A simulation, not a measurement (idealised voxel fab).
Module name: voxel gate over fins (process module)
Square cell edge 5 nm, section width 230 nm, ID cut.
Reading order for cross-sections: top band down to bottom band. Underlying form: a grid of square cells. Band size: one or more rows of cells. What a band's entry tells you: where the top is and where the bottom is, as heights in nm, and after that what lies inside, material by material from left to right, each with its width in nm. Empty space is written as the word "air", and a single material marked with the word "all across" occupies the band from edge to edge. Convention: height 0 is the level below which the wafer, as received, is all one material. The lowest band does not terminate at the bottom but continues downward, represented as "top 0, no bottom". It should be noted that a width expressed as "30..40" varies in equal increments from row to row of cells within the band, taking the value of the first number at the top row and that of the second number at the bottom row. The designation "remained unchanged", where it is given for a processing step, indicates that no cell of the cross-section was altered in the course of that step. "Closed internal voids" specifies each empty space that is not open to the top and that occupies no fewer than 8 cells, using the form width x height at distance, the distance measured from the left edge and all three quantities in nm. Step line, after settings: the simulator's comment on this step. overlay nm: for a step with a mask, the amount by which the mask lay right of where it was planned; a negative amount means left of it. So the way this works: pairs, before and after one process step. The after picture only goes down to the lowest band that actually changed, nothing below. Step and its settings are under each pair. And watch out, pairs might come from different runs of this module, same starting wafer though, so a pair only follows on from the one above if its "Pre-step profile" entry tells you so.

Pre-step profile:
* top 25, bottom 5 | air (80); resist (15); air (35); resist (15); air (85)
* top 5, bottom 0 | air (80); SiN (15); air (35); SiN (15); air (85)
* top 0, bottom -50 | air (80); Si (15); air (35); Si (15); air (85)
* top -50, no bottom | Si all across
* Closed internal voids: none

Step Outcome:
* top 5, bottom 0 | air (80); SiN (15); air (35); SiN (15); air (85)
* No changes below 0.
* Closed internal voids: none
So what happened between those two cross-sections up there? STRIP,etch materials resist

Pre-step profile: It is represented by the cross-section appearing after the step of the pair directly above.

Step Outcome:
* top 5, bottom 0 | air (80); SiN (15); air (35); SiN (15); air (85)
* top 0, bottom -50 | air (80); SiO2 (5); Si (5); SiO2 (5); air (35); SiO2 (5); Si (5); SiO2 (5); air (85)
* top -50, bottom -55 | SiO2 (85); Si (5); SiO2 (45); Si (5); SiO2 (90)
* No changes below -55.
* Closed internal voids: none
So what happened between those two cross-sections up there? OXIDIZE,depth nm 5

Pre-step profile: It is represented by the cross-section appearing after the step of the pair directly above.

Step Outcome:
* top 15, bottom 5 | SiO2 all across
* top 5, bottom 0 | SiO2 (80); SiN (15); SiO2 (35); SiN (15); SiO2 (85)
* top 0, bottom -55 | SiO2 (85); Si (5); SiO2 (45); Si (5); SiO2 (90)
* No changes below -55.
* Closed internal voids: none
So what happened between those two cross-sections up there? FILL_DEP,material SiO2,thk nm 10

Pre-step profile: It is represented by the cross-section appearing after the step of the pair directly above.

Step Outcome:
* top 5, bottom 0 | SiO2 (80); SiN (15); SiO2 (35); SiN (15); SiO2 (85)
* No changes below 0.
* Closed internal voids: none
So what happened between those two cross-sections up there? CMP,height nm 5

Pre-step profile: It is represented by the cross-section appearing after the step of the pair directly above.

Step Outcome:
* top 15, bottom 5 | aC all across
* No changes below 5.
* Closed internal voids: none
So what happened between those two cross-sections up there? DIRECTIONAL_DEP,material aC,thk nm 10

Pre-step profile: It is represented by the cross-section appearing after the step of the pair directly above.

Step Outcome:
* top 40, bottom 15 | resist (105); air (15); resist (110)
* No changes below 15.
* Closed internal voids: none
So what happened between those two cross-sections up there? PATTERN,tone open,mask id RAIL,material resist,width nm 15,thk nm 25,overlay nm 0

Pre-step profile: It is represented by the cross-section appearing after the step of the pair directly above.

Step Outcome:
* top 30, bottom 15 | resist (105); air (15); resist (110)
* top 15, bottom 5 | aC (105); air (15); aC (110)
* No changes below 5.
* Closed internal voids: none
So what happened between those two cross-sections up there? DIRECTIONAL_ETCH,etch materials aC,depth nm 10

Pre-step profile: It is represented by the cross-section appearing after the step of the pair directly above.

Step Outcome:
* top 15, bottom 5 | aC (105); air (15); aC (110)
* No changes below 5.
* Closed internal voids: none
So what happened between those two cross-sections up there? STRIP,etch materials resist

Pre-step profile: It is represented by the cross-section appearing after the step of the pair directly above.

Step Outcome:
* top 15, bottom 5 | aC (105); air (15); aC (110)
* top 5, bottom 0 | SiO2 (80); SiN (15); SiO2 (10); air (15); SiO2 (10); SiN (15); SiO2 (85)
* top 0, bottom -35 | SiO2 (85); Si (5); SiO2 (15); air (15); SiO2 (15); Si (5); SiO2 (90)
* No changes below -35.
* Closed internal voids: none
So what happened between those two cross-sections up there? DIRECTIONAL_ETCH,etch materials SiO2,depth nm 40

Pre-step profile: It is represented by the cross-section appearing after the step of the pair directly above.

Step Outcome:
* top 5, bottom 0 | SiO2 (80); SiN (15); SiO2 (10); air (15); SiO2 (10); SiN (15); SiO2 (85)
* No changes below 0.
* Closed internal voids: none
So what happened between those two cross-sections up there? STRIP,etch materials aC

Pre-step profile: It is represented by the cross-section appearing after the step of the pair directly above.

Step Outcome:
* top 10, bottom 5 | TiN (110); air (5); TiN (115)
* top 5, bottom 0 | SiO2 (80); SiN (15); SiO2 (10); TiN (5); air (5); TiN (5); SiO2 (10); SiN (15); SiO2 (85)
* top 0, bottom -30 | SiO2 (85); Si (5); SiO2 (15); TiN (5); air (5); TiN (5); SiO2 (15); Si (5); SiO2 (90)
* top -30, bottom -35 | SiO2 (85); Si (5); SiO2 (15); TiN (15); SiO2 (15); Si (5); SiO2 (90)
* No changes below -35.
* Closed internal voids: none
So what happened between those two cross-sections up there? CONFORMAL_DEP,material TiN,thk nm 5

Pre-step profile: It is represented by the cross-section appearing after the step of the pair directly above.

Step Outcome:
* top 20, bottom 10 | W all across
* top 10, bottom 5 | TiN (110); W (5); TiN (115)
* top 5, bottom 0 | SiO2 (80); SiN (15); SiO2 (10); TiN (5); W (5); TiN (5); SiO2 (10); SiN (15); SiO2 (85)
* top 0, bottom -30 | SiO2 (85); Si (5); SiO2 (15); TiN (5); W (5); TiN (5); SiO2 (15); Si (5); SiO2 (90)
* No changes below -30.
* Closed internal voids: none
So what happened between those two cross-sections up there? FILL_DEP,material W,thk nm 10

Pre-step profile: It is represented by the cross-section appearing after the step of the pair directly above.

Step Outcome:
* top 5, bottom 0 | SiO2 (80); SiN (15); SiO2 (10); TiN (5); W (5); TiN (5); SiO2 (10); SiN (15); SiO2 (85)
* No changes below 0.
* Closed internal voids: none
So what happened between those two cross-sections up there? CMP,height nm 5

Pre-step profile: It is represented by the cross-section appearing after the step of the pair directly above.

Step Outcome:
* top 5, bottom 0 | SiO2 (80); SiN (15); SiO2 (10); air (15); SiO2 (10); SiN (15); SiO2 (85)
* top 0, bottom -20 | SiO2 (85); Si (5); SiO2 (15); air (15); SiO2 (15); Si (5); SiO2 (90)
* No changes below -20.
* Closed internal voids: none
So what happened between those two cross-sections up there? SELECTIVE_ETCH,etch materials W Ru TiN,depth nm 25

Pre-step profile: It is represented by the cross-section appearing after the step of the pair directly above.

Step Outcome:
* top 10, bottom 5 | SiO2 all across
* top 5, bottom 0 | SiO2 (80); SiN (15); SiO2 (35); SiN (15); SiO2 (85)
* top 0, bottom -20 | SiO2 (85); Si (5); SiO2 (45); Si (5); SiO2 (90)
* No changes below -20.
* Closed internal voids: none
So what happened between those two cross-sections up there? FILL_DEP,material SiO2,thk nm 5

Pre-step profile: It is represented by the cross-section appearing after the step of the pair directly above.

Step Outcome:
* top 5, bottom 0 | SiO2 (80); SiN (15); SiO2 (35); SiN (15); SiO2 (85)
* No changes below 0.
* Closed internal voids: none
So what happened between those two cross-sections up there? CMP,height nm 5

Pre-step profile: It is represented by the cross-section appearing after the step of the pair directly above.

Step Outcome:
* top 5, bottom 0 | air (80); SiN (15); air (35); SiN (15); air (85)
* top 0, bottom -15 | air (85); Si (5); air (45); Si (5); air (90)
* No changes below -15.
* Closed internal voids: none
So what happened between those two cross-sections up there? SELECTIVE_ETCH,etch materials SiO2,depth nm 20

Pre-step profile: It is represented by the cross-section appearing after the step of the pair directly above.

Step Outcome:
* top 0, bottom -15 | air (85); Si (5); air (45); Si (5); air (90)
* No changes below -15.
* Closed internal voids: none
So what happened between those two cross-sections up there? STRIP,etch materials SiN

Pre-step profile: It is represented by the cross-section appearing after the step of the pair directly above.

Step Outcome:
* top 5, bottom 0 | air (80); HfO2 (15); air (35); HfO2 (15); air (85)
* top 0, bottom -10 | air (80); HfO2 (5); Si (5); HfO2 (5); air (35); HfO2 (5); Si (5); HfO2 (5); air (85)
* top -10, bottom -15 | HfO2 (85); Si (5); HfO2 (45); Si (5); HfO2 (90)
* No changes below -15.
* Closed internal voids: none
So what happened between those two cross-sections up there? CONFORMAL_DEP,material HfO2,thk nm 5

Pre-step profile: It is represented by the cross-section appearing after the step of the pair directly above.

Step Outcome:
* top 10, bottom 5 | air (75); TiN (25); air (25); TiN (25); air (80)
* top 5, bottom 0 | air (75); TiN (5); HfO2 (15); TiN (5); air (25); TiN (5); HfO2 (15); TiN (5); air (80)
* top 0, bottom -5 | air (75); TiN (5); HfO2 (5); Si (5); HfO2 (5); TiN (5); air (25); TiN (5); HfO2 (5); Si (5); HfO2 (5); TiN (5); air (80)
* top -5, bottom -10 | TiN (80); HfO2 (5); Si (5); HfO2 (5); TiN (35); HfO2 (5); Si (5); HfO2 (5); TiN (85)
* No changes below -10.
* Closed internal voids: none
So what happened between those two cross-sections up there? CONFORMAL_DEP,material TiN,thk nm 5

Pre-step profile: It is represented by the cross-section appearing after the step of the pair directly above.

Step Outcome:
* top 15, bottom 10 | air (70); TiAl (35); air (15); TiAl (35); air (75)
* top 10, bottom 5 | air (70); TiAl (5); TiN (25); TiAl (5); air (15); TiAl (5); TiN (25); TiAl (5); air (75)
* top 5, bottom 0 | air (70); TiAl (5); TiN (5); HfO2 (15); TiN (5); TiAl (5); air (15); TiAl (5); TiN (5); HfO2 (15); TiN (5); TiAl (5); air (75)
* top 0, bottom -5 | TiAl (75); TiN (5); HfO2 (5); Si (5); HfO2 (5); TiN (5); TiAl (25); TiN (5); HfO2 (5); Si (5); HfO2 (5); TiN (5); TiAl (80)
* No changes below -5.
* Closed internal voids: none
So what happened between those two cross-sections up there? CONFORMAL_DEP,material TiAl,thk nm 5

Pre-step profile: It is represented by the cross-section appearing after the step of the pair directly above.

Step Outcome:
* top 20, bottom 15 | air (65); TiN (45); air (5); TiN (45); air (70)
* top 15, bottom 10 | air (65); TiN (5); TiAl (35); TiN (5); air (5); TiN (5); TiAl (35); TiN (5); air (70)
* top 10, bottom 5 | air (65); TiN (5); TiAl (5); TiN (25); TiAl (5); TiN (5); air (5); TiN (5); TiAl (5); TiN (25); TiAl (5); TiN (5); air (70)
* top 5, bottom 0 | TiN (70); TiAl (5); TiN (5); HfO2 (15); TiN (5); TiAl (5); TiN (15); TiAl (5); TiN (5); HfO2 (15); TiN (5); TiAl (5); TiN (75)
* No changes below 0.
* Closed internal voids: none
So what happened between those two cross-sections up there? CONFORMAL_DEP,material TiN,thk nm 5

Pre-step profile: It is represented by the cross-section appearing after the step of the pair directly above.

Step Outcome:
* top 35, bottom 20 | W all across
* top 20, bottom 15 | W (65); TiN (45); W (5); TiN (45); W (70)
* top 15, bottom 10 | W (65); TiN (5); TiAl (35); TiN (5); W (5); TiN (5); TiAl (35); TiN (5); W (70)
* top 10, bottom 5 | W (65); TiN (5); TiAl (5); TiN (25); TiAl (5); TiN (5); W (5); TiN (5); TiAl (5); TiN (25); TiAl (5); TiN (5); W (70)
* No changes below 5.
* Closed internal voids: none
So what happened between those two cross-sections up there? FILL_DEP,material W,thk nm 15

Pre-step profile: It is represented by the cross-section appearing after the step of the pair directly above.

Step Outcome:
* top 30, bottom 20 | W all across
* No changes below 20.
* Closed internal voids: none
So what happened between those two cross-sections up there? CMP,height nm 30

Pre-step profile: It is represented by the cross-section appearing after the step of the pair directly above.

Step Outcome:
* top 35, bottom 30 | SiN all across
* No changes below 30.
* Closed internal voids: none
So what happened between those two cross-sections up there? CONFORMAL_DEP,material SiN,thk nm 5

Pre-step profile:
* top 15, bottom 5 | aC all across
* top 5, bottom 0 | SiO2 (80); SiN (15); SiO2 (35); SiN (15); SiO2 (85)
* top 0, bottom -45 | SiO2 (85); Si (5); SiO2 (45); Si (5); SiO2 (90)
* top -45, no bottom | Si all across
* Closed internal voids: none

Step Outcome:
* top 40, bottom 15 | resist (100); air (25); resist (105)
* No changes below 15.
* Closed internal voids: none
So what happened between those two cross-sections up there? PATTERN,tone open,mask id RAIL,material resist,width nm 25,thk nm 25,overlay nm 0

Pre-step profile: It is represented by the cross-section appearing after the step of the pair directly above.

Step Outcome:
* top 30, bottom 15 | resist (100); air (25); resist (105)
* top 15, bottom 5 | aC (100); air (25); aC (105)
* No changes below 5.
* Closed internal voids: none
So what happened between those two cross-sections up there? DIRECTIONAL_ETCH,etch materials aC,depth nm 10

Pre-step profile: It is represented by the cross-section appearing after the step of the pair directly above.

Step Outcome:
* top 15, bottom 5 | aC (100); air (25); aC (105)
* No changes below 5.
* Closed internal voids: none
So what happened between those two cross-sections up there? STRIP,etch materials resist

Pre-step profile: It is represented by the cross-section appearing after the step of the pair directly above.

Step Outcome:
* top 15, bottom 5 | aC (100); air (25); aC (105)
* top 5, bottom 0 | SiO2 (80); SiN (15); SiO2 (5); air (25); SiO2 (5); SiN (15); SiO2 (85)
* top 0, bottom -35 | SiO2 (85); Si (5); SiO2 (10); air (25); SiO2 (10); Si (5); SiO2 (90)
* No changes below -35.
* Closed internal voids: none
So what happened between those two cross-sections up there? DIRECTIONAL_ETCH,etch materials SiO2,depth nm 40

Pre-step profile: It is represented by the cross-section appearing after the step of the pair directly above.

Step Outcome:
* top 5, bottom 0 | SiO2 (80); SiN (15); SiO2 (5); air (25); SiO2 (5); SiN (15); SiO2 (85)
* No changes below 0.
* Closed internal voids: none
So what happened between those two cross-sections up there? STRIP,etch materials aC

Pre-step profile: It is represented by the cross-section appearing after the step of the pair directly above.

Step Outcome:
* top 10, bottom 5 | TiN (105); air (15); TiN (110)
* top 5, bottom 0 | SiO2 (80); SiN (15); SiO2 (5); TiN (5); air (15); TiN (5); SiO2 (5); SiN (15); SiO2 (85)
* top 0, bottom -30 | SiO2 (85); Si (5); SiO2 (10); TiN (5); air (15); TiN (5); SiO2 (10); Si (5); SiO2 (90)
* top -30, bottom -35 | SiO2 (85); Si (5); SiO2 (10); TiN (25); SiO2 (10); Si (5); SiO2 (90)
* No changes below -35.
* Closed internal voids: none
So what happened between those two cross-sections up there? CONFORMAL_DEP,material TiN,thk nm 5

Pre-step profile: It is represented by the cross-section appearing after the step of the pair directly above.

Step Outcome:
* top 20, bottom 10 | W all across
* top 10, bottom 5 | TiN (105); W (15); TiN (110)
* top 5, bottom 0 | SiO2 (80); SiN (15); SiO2 (5); TiN (5); W (15); TiN (5); SiO2 (5); SiN (15); SiO2 (85)
* top 0, bottom -30 | SiO2 (85); Si (5); SiO2 (10); TiN (5); W (15); TiN (5); SiO2 (10); Si (5); SiO2 (90)
* No changes below -30.
* Closed internal voids: none
So what happened between those two cross-sections up there? FILL_DEP,material W,thk nm 10

Pre-step profile: It is represented by the cross-section appearing after the step of the pair directly above.

Step Outcome:
* top 5, bottom 0 | SiO2 (80); SiN (15); SiO2 (5); TiN (5); W (15); TiN (5); SiO2 (5); SiN (15); SiO2 (85)
* No changes below 0.
* Closed internal voids: none
So what happened between those two cross-sections up there? CMP,height nm 5

Pre-step profile: It is represented by the cross-section appearing after the step of the pair directly above.

Step Outcome:
* top 5, bottom 0 | SiO2 (80); SiN (15); SiO2 (5); air (25); SiO2 (5); SiN (15); SiO2 (85)
* top 0, bottom -20 | SiO2 (85); Si (5); SiO2 (10); air (25); SiO2 (10); Si (5); SiO2 (90)
* No changes below -20.
* Closed internal voids: none
So what happened between those two cross-sections up there? SELECTIVE_ETCH,etch materials W Ru TiN,depth nm 25

Pre-step profile: It is represented by the cross-section appearing after the step of the pair directly above.

Step Outcome:
* top 10, bottom 5 | SiO2 all across
* top 5, bottom 0 | SiO2 (80); SiN (15); SiO2 (35); SiN (15); SiO2 (85)
* top 0, bottom -20 | SiO2 (85); Si (5); SiO2 (45); Si (5); SiO2 (90)
* No changes below -20.
* Closed internal voids: none
So what happened between those two cross-sections up there? FILL_DEP,material SiO2,thk nm 5

Pre-step profile: It is represented by the cross-section appearing after the step of the pair directly above.

Step Outcome:
* top 5, bottom 0 | SiO2 (80); SiN (15); SiO2 (35); SiN (15); SiO2 (85)
* No changes below 0.
* Closed internal voids: none
So what happened between those two cross-sections up there? CMP,height nm 5

Pre-step profile: It is represented by the cross-section appearing after the step of the pair directly above.

Step Outcome:
* top 5, bottom 0 | air (80); SiN (15); air (35); SiN (15); air (85)
* top 0, bottom -15 | air (85); Si (5); air (45); Si (5); air (90)
* No changes below -15.
* Closed internal voids: none
So what happened between those two cross-sections up there? SELECTIVE_ETCH,etch materials SiO2,depth nm 20

Pre-step profile: It is represented by the cross-section appearing after the step of the pair directly above.

Step Outcome:
* top 0, bottom -15 | air (85); Si (5); air (45); Si (5); air (90)
* No changes below -15.
* Closed internal voids: none
So what happened between those two cross-sections up there? STRIP,etch materials SiN

Pre-step profile: It is represented by the cross-section appearing after the step of the pair directly above.

Step Outcome:
* top 5, bottom 0 | air (80); HfO2 (15); air (35); HfO2 (15); air (85)
* top 0, bottom -10 | air (80); HfO2 (5); Si (5); HfO2 (5); air (35); HfO2 (5); Si (5); HfO2 (5); air (85)
* top -10, bottom -15 | HfO2 (85); Si (5); HfO2 (45); Si (5); HfO2 (90)
* No changes below -15.
* Closed internal voids: none
So what happened between those two cross-sections up there? CONFORMAL_DEP,material HfO2,thk nm 5

Pre-step profile: It is represented by the cross-section appearing after the step of the pair directly above.

Step Outcome:
* top 10, bottom 5 | air (75); TiN (25); air (25); TiN (25); air (80)
* top 5, bottom 0 | air (75); TiN (5); HfO2 (15); TiN (5); air (25); TiN (5); HfO2 (15); TiN (5); air (80)
* top 0, bottom -5 | air (75); TiN (5); HfO2 (5); Si (5); HfO2 (5); TiN (5); air (25); TiN (5); HfO2 (5); Si (5); HfO2 (5); TiN (5); air (80)
* top -5, bottom -10 | TiN (80); HfO2 (5); Si (5); HfO2 (5); TiN (35); HfO2 (5); Si (5); HfO2 (5); TiN (85)
* No changes below -10.
* Closed internal voids: none
So what happened between those two cross-sections up there? CONFORMAL_DEP,material TiN,thk nm 5

Pre-step profile: It is represented by the cross-section appearing after the step of the pair directly above.

Step Outcome:
* top 15, bottom 10 | air (70); TiAl (35); air (15); TiAl (35); air (75)
* top 10, bottom 5 | air (70); TiAl (5); TiN (25); TiAl (5); air (15); TiAl (5); TiN (25); TiAl (5); air (75)
* top 5, bottom 0 | air (70); TiAl (5); TiN (5); HfO2 (15); TiN (5); TiAl (5); air (15); TiAl (5); TiN (5); HfO2 (15); TiN (5); TiAl (5); air (75)
* top 0, bottom -5 | TiAl (75); TiN (5); HfO2 (5); Si (5); HfO2 (5); TiN (5); TiAl (25); TiN (5); HfO2 (5); Si (5); HfO2 (5); TiN (5); TiAl (80)
* No changes below -5.
* Closed internal voids: none
So what happened between those two cross-sections up there? CONFORMAL_DEP,material TiAl,thk nm 5

Pre-step profile: It is represented by the cross-section appearing after the step of the pair directly above.

Step Outcome:
* top 20, bottom 15 | air (65); TiN (45); air (5); TiN (45); air (70)
* top 15, bottom 10 | air (65); TiN (5); TiAl (35); TiN (5); air (5); TiN (5); TiAl (35); TiN (5); air (70)
* top 10, bottom 5 | air (65); TiN (5); TiAl (5); TiN (25); TiAl (5); TiN (5); air (5); TiN (5); TiAl (5); TiN (25); TiAl (5); TiN (5); air (70)
* top 5, bottom 0 | TiN (70); TiAl (5); TiN (5); HfO2 (15); TiN (5); TiAl (5); TiN (15); TiAl (5); TiN (5); HfO2 (15); TiN (5); TiAl (5); TiN (75)
* No changes below 0.
* Closed internal voids: none
So what happened between those two cross-sections up there? CONFORMAL_DEP,material TiN,thk nm 5

Pre-step profile: It is represented by the cross-section appearing after the step of the pair directly above.

Step Outcome:
* top 35, bottom 20 | W all across
* top 20, bottom 15 | W (65); TiN (45); W (5); TiN (45); W (70)
* top 15, bottom 10 | W (65); TiN (5); TiAl (35); TiN (5); W (5); TiN (5); TiAl (35); TiN (5); W (70)
* top 10, bottom 5 | W (65); TiN (5); TiAl (5); TiN (25); TiAl (5); TiN (5); W (5); TiN (5); TiAl (5); TiN (25); TiAl (5); TiN (5); W (70)
* No changes below 5.
* Closed internal voids: none
So what happened between those two cross-sections up there? FILL_DEP,material W,thk nm 15

Pre-step profile: It is represented by the cross-section appearing after the step of the pair directly above.

Step Outcome:
* top 30, bottom 20 | W all across
* No changes below 20.
* Closed internal voids: none
So what happened between those two cross-sections up there? CMP,height nm 30

Pre-step profile: It is represented by the cross-section appearing after the step of the pair directly above.

Step Outcome:
* top 35, bottom 30 | SiN all across
* No changes below 30.
* Closed internal voids: none
So what happened between those two cross-sections up there? CONFORMAL_DEP,material SiN,thk nm 5

Pre-step profile:
* top 5, bottom 0 | SiN all across
* top 0, no bottom | Si all across
* Closed internal voids: none

Step Outcome:
* top 25, bottom 5 | air (85); resist (15); air (35); resist (15); air (80)
* No changes below 5.
* Closed internal voids: none
So what happened between those two cross-sections up there? PATTERN,tone cover,mask id FINS,material resist,width nm 15,pitch nm 50,thk nm 20,overlay nm 5

Pre-step profile: It is represented by the cross-section appearing after the step of the pair directly above.

Step Outcome:
* top 25, bottom 5 | air (85); resist (15); air (35); resist (15); air (80)
* top 5, bottom 0 | air (85); SiN (15); air (35); SiN (15); air (80)
* No changes below 0.
* Closed internal voids: none
So what happened between those two cross-sections up there? DIRECTIONAL_ETCH,etch materials SiN,depth nm 5

Pre-step profile: It is represented by the cross-section appearing after the step of the pair directly above.

Step Outcome:
* top 25, bottom 5 | air (85); resist (15); air (35); resist (15); air (80)
* top 5, bottom 0 | air (85); SiN (15); air (35); SiN (15); air (80)
* top 0, bottom -40 | air (85); Si (15); air (35); Si (15); air (80)
* No changes below -40.
* Closed internal voids: none
So what happened between those two cross-sections up there? DIRECTIONAL_ETCH,etch materials Si,depth nm 40

Pre-step profile: It is represented by the cross-section appearing after the step of the pair directly above.

Step Outcome:
* top 5, bottom 0 | air (85); SiN (15); air (35); SiN (15); air (80)
* No changes below 0.
* Closed internal voids: none
So what happened between those two cross-sections up there? STRIP,etch materials resist

Pre-step profile: It is represented by the cross-section appearing after the step of the pair directly above.

Step Outcome:
* top 5, bottom 0 | air (85); SiN (15); air (35); SiN (15); air (80)
* top 0, bottom -40 | air (85); SiO2 (5); Si (5); SiO2 (5); air (35); SiO2 (5); Si (5); SiO2 (5); air (80)
* top -40, bottom -45 | SiO2 (90); Si (5); SiO2 (45); Si (5); SiO2 (85)
* No changes below -45.
* Closed internal voids: none
So what happened between those two cross-sections up there? OXIDIZE,depth nm 5

Pre-step profile: It is represented by the cross-section appearing after the step of the pair directly above.

Step Outcome:
* top 15, bottom 5 | SiO2 all across
* top 5, bottom 0 | SiO2 (85); SiN (15); SiO2 (35); SiN (15); SiO2 (80)
* top 0, bottom -45 | SiO2 (90); Si (5); SiO2 (45); Si (5); SiO2 (85)
* No changes below -45.
* Closed internal voids: none
So what happened between those two cross-sections up there? FILL_DEP,material SiO2,thk nm 10

Pre-step profile: It is represented by the cross-section appearing after the step of the pair directly above.

Step Outcome:
* top 5, bottom 0 | SiO2 (85); SiN (15); SiO2 (35); SiN (15); SiO2 (80)
* No changes below 0.
* Closed internal voids: none
So what happened between those two cross-sections up there? CMP,height nm 5

Pre-step profile: It is represented by the cross-section appearing after the step of the pair directly above.

Step Outcome:
* top 15, bottom 5 | aC all across
* No changes below 5.
* Closed internal voids: none
So what happened between those two cross-sections up there? DIRECTIONAL_DEP,material aC,thk nm 10

Pre-step profile: It is represented by the cross-section appearing after the step of the pair directly above.

Step Outcome:
* top 40, bottom 15 | resist (105); air (15); resist (110)
* No changes below 15.
* Closed internal voids: none
So what happened between those two cross-sections up there? PATTERN,tone open,mask id RAIL,material resist,width nm 15,thk nm 25,overlay nm 0

Pre-step profile: It is represented by the cross-section appearing after the step of the pair directly above.

Step Outcome:
* top 30, bottom 15 | resist (105); air (15); resist (110)
* top 15, bottom 5 | aC (105); air (15); aC (110)
* No changes below 5.
* Closed internal voids: none
So what happened between those two cross-sections up there? DIRECTIONAL_ETCH,etch materials aC,depth nm 10

Pre-step profile: It is represented by the cross-section appearing after the step of the pair directly above.

Step Outcome:
* top 15, bottom 5 | aC (105); air (15); aC (110)
* No changes below 5.
* Closed internal voids: none
So what happened between those two cross-sections up there? STRIP,etch materials resist

Pre-step profile: It is represented by the cross-section appearing after the step of the pair directly above.

Step Outcome:
* top 15, bottom 5 | aC (105); air (15); aC (110)
* top 5, bottom 0 | SiO2 (85); SiN (15); SiO2 (5); air (15); SiO2 (15); SiN (15); SiO2 (80)
* top 0, bottom -35 | SiO2 (90); Si (5); SiO2 (10); air (15); SiO2 (20); Si (5); SiO2 (85)
* No changes below -35.
* Closed internal voids: none
So what happened between those two cross-sections up there? DIRECTIONAL_ETCH,etch materials SiO2,depth nm 40

Pre-step profile: It is represented by the cross-section appearing after the step of the pair directly above.

Step Outcome:
* top 5, bottom 0 | SiO2 (85); SiN (15); SiO2 (5); air (15); SiO2 (15); SiN (15); SiO2 (80)
* No changes below 0.
* Closed internal voids: none
So what happened between those two cross-sections up there? STRIP,etch materials aC

Pre-step profile: It is represented by the cross-section appearing after the step of the pair directly above.

Step Outcome:
* top 10, bottom 5 | TiN (110); air (5); TiN (115)
* top 5, bottom 0 | SiO2 (85); SiN (15); SiO2 (5); TiN (5); air (5); TiN (5); SiO2 (15); SiN (15); SiO2 (80)
* top 0, bottom -30 | SiO2 (90); Si (5); SiO2 (10); TiN (5); air (5); TiN (5); SiO2 (20); Si (5); SiO2 (85)
* top -30, bottom -35 | SiO2 (90); Si (5); SiO2 (10); TiN (15); SiO2 (20); Si (5); SiO2 (85)
* No changes below -35.
* Closed internal voids: none
So what happened between those two cross-sections up there? CONFORMAL_DEP,material TiN,thk nm 5

Pre-step profile: It is represented by the cross-section appearing after the step of the pair directly above.

Step Outcome:
* top 20, bottom 10 | W all across
* top 10, bottom 5 | TiN (110); W (5); TiN (115)
* top 5, bottom 0 | SiO2 (85); SiN (15); SiO2 (5); TiN (5); W (5); TiN (5); SiO2 (15); SiN (15); SiO2 (80)
* top 0, bottom -30 | SiO2 (90); Si (5); SiO2 (10); TiN (5); W (5); TiN (5); SiO2 (20); Si (5); SiO2 (85)
* No changes below -30.
* Closed internal voids: none
So what happened between those two cross-sections up there? FILL_DEP,material W,thk nm 10

Pre-step profile: It is represented by the cross-section appearing after the step of the pair directly above.

Step Outcome:
* top 5, bottom 0 | SiO2 (85); SiN (15); SiO2 (5); TiN (5); W (5); TiN (5); SiO2 (15); SiN (15); SiO2 (80)
* No changes below 0.
* Closed internal voids: none
So what happened between those two cross-sections up there? CMP,height nm 5

Pre-step profile: It is represented by the cross-section appearing after the step of the pair directly above.

Step Outcome:
* top 5, bottom 0 | SiO2 (85); SiN (15); SiO2 (5); air (15); SiO2 (15); SiN (15); SiO2 (80)
* top 0, bottom -20 | SiO2 (90); Si (5); SiO2 (10); air (15); SiO2 (20); Si (5); SiO2 (85)
* No changes below -20.
* Closed internal voids: none
So what happened between those two cross-sections up there? SELECTIVE_ETCH,etch materials W Ru TiN,depth nm 25

Pre-step profile: It is represented by the cross-section appearing after the step of the pair directly above.

Step Outcome:
* top 10, bottom 5 | SiO2 all across
* top 5, bottom 0 | SiO2 (85); SiN (15); SiO2 (35); SiN (15); SiO2 (80)
* top 0, bottom -20 | SiO2 (90); Si (5); SiO2 (45); Si (5); SiO2 (85)
* No changes below -20.
* Closed internal voids: none
So what happened between those two cross-sections up there? FILL_DEP,material SiO2,thk nm 5

Pre-step profile: It is represented by the cross-section appearing after the step of the pair directly above.

Step Outcome:
* top 5, bottom 0 | SiO2 (85); SiN (15); SiO2 (35); SiN (15); SiO2 (80)
* No changes below 0.
* Closed internal voids: none
So what happened between those two cross-sections up there? CMP,height nm 5

Pre-step profile: It is represented by the cross-section appearing after the step of the pair directly above.

Step Outcome:
* top 5, bottom 0 | air (85); SiN (15); air (35); SiN (15); air (80)
* top 0, bottom -15 | air (90); Si (5); air (45); Si (5); air (85)
* No changes below -15.
* Closed internal voids: none
So what happened between those two cross-sections up there? SELECTIVE_ETCH,etch materials SiO2,depth nm 20

Pre-step profile: It is represented by the cross-section appearing after the step of the pair directly above.

Step Outcome:
* top 0, bottom -15 | air (90); Si (5); air (45); Si (5); air (85)
* No changes below -15.
* Closed internal voids: none
So what happened between those two cross-sections up there? STRIP,etch materials SiN

Pre-step profile: It is represented by the cross-section appearing after the step of the pair directly above.

Step Outcome:
* top 5, bottom 0 | air (85); HfO2 (15); air (35); HfO2 (15); air (80)
* top 0, bottom -10 | air (85); HfO2 (5); Si (5); HfO2 (5); air (35); HfO2 (5); Si (5); HfO2 (5); air (80)
* top -10, bottom -15 | HfO2 (90); Si (5); HfO2 (45); Si (5); HfO2 (85)
* No changes below -15.
* Closed internal voids: none
So what happened between those two cross-sections up there? CONFORMAL_DEP,material HfO2,thk nm 5

Pre-step profile: It is represented by the cross-section appearing after the step of the pair directly above.

Step Outcome:
* top 10, bottom 5 | air (80); TiN (25); air (25); TiN (25); air (75)
* top 5, bottom 0 | air (80); TiN (5); HfO2 (15); TiN (5); air (25); TiN (5); HfO2 (15); TiN (5); air (75)
* top 0, bottom -5 | air (80); TiN (5); HfO2 (5); Si (5); HfO2 (5); TiN (5); air (25); TiN (5); HfO2 (5); Si (5); HfO2 (5); TiN (5); air (75)
* top -5, bottom -10 | TiN (85); HfO2 (5); Si (5); HfO2 (5); TiN (35); HfO2 (5); Si (5); HfO2 (5); TiN (80)
* No changes below -10.
* Closed internal voids: none
So what happened between those two cross-sections up there? CONFORMAL_DEP,material TiN,thk nm 5
